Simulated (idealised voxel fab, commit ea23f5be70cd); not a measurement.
The process module presented herein is designated voxel fin reveal.
Section shown: cut. Width: 275 nm. Cell size: 5 nm, square.
Throughout this document, each cross-section is represented as a grid of square cells and is presented as a sequence of bands enumerated from the top downward, where a band comprises one or more rows of cells. Per band: top height and bottom height in nm, followed by the left-to-right materials and their widths in nm; "all across" marks a single material spanning edge to edge, "empty" marks empty space. Heights are expressed relative to 0, this being the level below which the as-received wafer comprises one material exclusively. The lowest band is unbounded in the downward direction and is denoted as in "0 -> down". It should be noted that a width expressed as "30..40" varies in equal increments from row to row of cells within the band, taking the value of the first number at the top row and that of the second number at the bottom row. Basically "remained the same" means that step didn't change any cell in the cross-section. Each empty space that has no open way to the top and spans at least 8 cells appears under "Sealed internal cavities" as width x height at distance, the distance counted from the left edge, all in nm. Post-settings text on a step line: simulator's own remark regarding the step. The line of a step may include "overlay nm". On a step with a mask, this value is how far to the right of its planned place the mask lay. A negative value means the mask lay to the left.

**This section lists the process steps that were planned**
| 1 | RECEIVE: material Si |
| 2 | CONFORMAL_DEP: material SiN, thk nm 5 |
| 3 | DIRECTIONAL_DEP: material aC, thk nm 10 |
| 4 | PATTERN: tone cover, mask id FINS, material resist, width nm 15, pitch nm 35, thk nm 25, overlay nm 0 |
| 5 | DIRECTIONAL_ETCH: etch materials aC, depth nm 10 |
| 6 | STRIP: etch materials resist |
| 7 | DIRECTIONAL_ETCH: etch materials SiN, depth nm 5 |
| 8 | DIRECTIONAL_ETCH: etch materials Si, depth nm 35 |
| 9 | STRIP: etch materials aC |
| 10 | FILL_DEP: material SiO2, thk nm 5 |
| 11 | CMP: height nm 5 |
| 12 | SELECTIVE_ETCH: etch materials SiO2, depth nm 15 |
| 13 | STRIP: etch materials SiN |
| 14 | CONFORMAL_DEP: material SiO2, thk nm 5 |

**Cross-section: wafer on arrival = after step 1**
- 0 -> down: Si all across
- Sealed internal cavities: none

**End state of the module in cross-section, given the above starting point and plan and one mistake in execution**
- 0 -> -5: empty=90, then SiO2=25, then empty=10, then SiO2=25, then empty=10, then SiO2=25, then empty=90
- -5 -> -15: empty=90, then SiO2=5, then Si=15, then SiO2=5, then empty=10, then SiO2=5, then Si=15, then SiO2=5, then empty=10, then SiO2=5, then Si=15, then SiO2=5, then empty=90
- -15 -> -35: SiO2=95, then Si=15, then SiO2=20, then Si=15, then SiO2=20, then Si=15, then SiO2=95
- -35 -> down: Si all across
- Sealed internal cavities: none
Short version of what went wrong: step 11 was run on a setting that differed from the plan, and what really ran there is CMP: height nm -5
